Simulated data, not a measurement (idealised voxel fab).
Presented below is a process module, voxel gate over fins.
cross-section cut | 240 nm wide | cells 5 nm
Each cross-section below is a grid of square cells, stated as bands in top-down order, with one or more rows of cells making up each band. The entry gives the band's vertical extent as a top height and a bottom height in nm, then its horizontal make-up as materials from left to right, each with a width in nm. "air" stands for empty space; a single material marked "throughout" fills the band edge to edge. Counting heights begins at 0, where everything beneath is, in the wafer as received, one material. The lowest band has no bottom; it goes on downwards, as "0..down" shows. Note: "30->40" means the width goes from the first number (top row of the band) to the second number (bottom row) in equal steps per row of cells. When a step is marked "left unchanged", none of the cells in the cross-section changed during that step. In the "Fully closed voids" entry, you get each enclosed empty space of 8 cells or more, one with no open way to the top, written width x height at distance, distance from the left edge, in nm. The remark found on a step's line after its settings is issued by the simulator itself and pertains to that step. You can add "overlay nm" to a step's line. For a step with a mask, it describes how far the mask lay to the right of its planned position, and a negative number describes a lay to the left.

-- Intended process steps
step 1: RECEIVE: material Si
step 2: CONFORMAL_DEP: material SiN, thk nm 5
step 3: PATTERN: tone cover, mask id FINS, material resist, width nm 15, pitch nm 60, thk nm 20, overlay nm 0
step 4: DIRECTIONAL_ETCH: etch materials SiN, depth nm 5
step 5: DIRECTIONAL_ETCH: etch materials Si, depth nm 40
step 6: STRIP: etch materials resist
step 7: FILL_DEP: material SiO2, thk nm 10
step 8: CMP: height nm 5
step 9: MASKED_ETCH: tone open, mask id RAIL, width nm 15, etch materials SiO2, depth nm 40, overlay nm 0
step 10: CONFORMAL_DEP: material TiN, thk nm 5
step 11: FILL_DEP: material W, thk nm 10
step 12: CMP: height nm 5
step 13: SELECTIVE_ETCH: etch materials W Ru TiN, depth nm 30
step 14: FILL_DEP: material SiO2, thk nm 5
step 15: CMP: height nm 5
step 16: SELECTIVE_ETCH: etch materials SiO2, depth nm 20
step 17: STRIP: etch materials SiN
step 18: CONFORMAL_DEP: material HfO2, thk nm 5
step 19: CONFORMAL_DEP: material TiN, thk nm 5
step 20: FILL_DEP: material W, thk nm 10
step 21: CMP: height nm 15
step 22: CONFORMAL_DEP: material SiN, thk nm 10

-- Cross-section: wafer on arrival = after step 1
- 0..down | Si throughout
- Fully closed voids: none

-- Look at the cross-section after the module: the wafer started out the way shown above and the plan was the one shown above, yet one mistake was made along the way
- 25..15 | SiN throughout
- 15..10 | W throughout
- 10..5 | W (15); TiN (35); W (25); TiN (35); W (25); TiN (35); W (25); TiN (35); W (10)
- 5..0 | W (15); TiN (5); HfO2 (25); TiN (5); W (25); TiN (5); HfO2 (25); TiN (5); W (25); TiN (5); HfO2 (25); TiN (5); W (25); TiN (5); HfO2 (25); TiN (5); W (10)
- 0..-5 | W (15); TiN (5); HfO2 (5); Si (15); HfO2 (5); TiN (5); W (25); TiN (5); HfO2 (5); Si (15); HfO2 (5); TiN (5); W (25); TiN (5); HfO2 (5); Si (15); HfO2 (5); TiN (5); W (25); TiN (5); HfO2 (5); Si (15); HfO2 (5); TiN (5); W (10)
- -5..-10 | TiN (20); HfO2 (5); Si (15); HfO2 (5); TiN (35); HfO2 (5); Si (15); HfO2 (5); TiN (35); HfO2 (5); Si (15); HfO2 (5); TiN (35); HfO2 (5); Si (15); HfO2 (5); TiN (15)
- -10..-15 | HfO2 (25); Si (15); HfO2 (45); Si (15); HfO2 (45); Si (15); HfO2 (45); Si (15); HfO2 (20)
- -15..-25 | SiO2 (25); Si (15); SiO2 (45); Si (15); SiO2 (45); Si (15); SiO2 (45); Si (15); SiO2 (20)
- -25..-30 | SiO2 (25); Si (15); SiO2 (10); TiN (5); W (5); TiN (5); SiO2 (20); Si (15); SiO2 (45); Si (15); SiO2 (45); Si (15); SiO2 (20)
- -30..-35 | SiO2 (25); Si (15); SiO2 (10); TiN (15); SiO2 (20); Si (15); SiO2 (45); Si (15); SiO2 (45); Si (15); SiO2 (20)
- -35..-40 | SiO2 (25); Si (15); SiO2 (45); Si (15); SiO2 (45); Si (15); SiO2 (45); Si (15); SiO2 (20)
- -40..down | Si throughout
- Fully closed voids: none
Deviation noted in wafer processing: step 3 did not use the planned setting and instead ran as PATTERN: tone cover, mask id FINS, material resist, width nm 15, pitch nm 60, thk nm 20, overlay nm 5
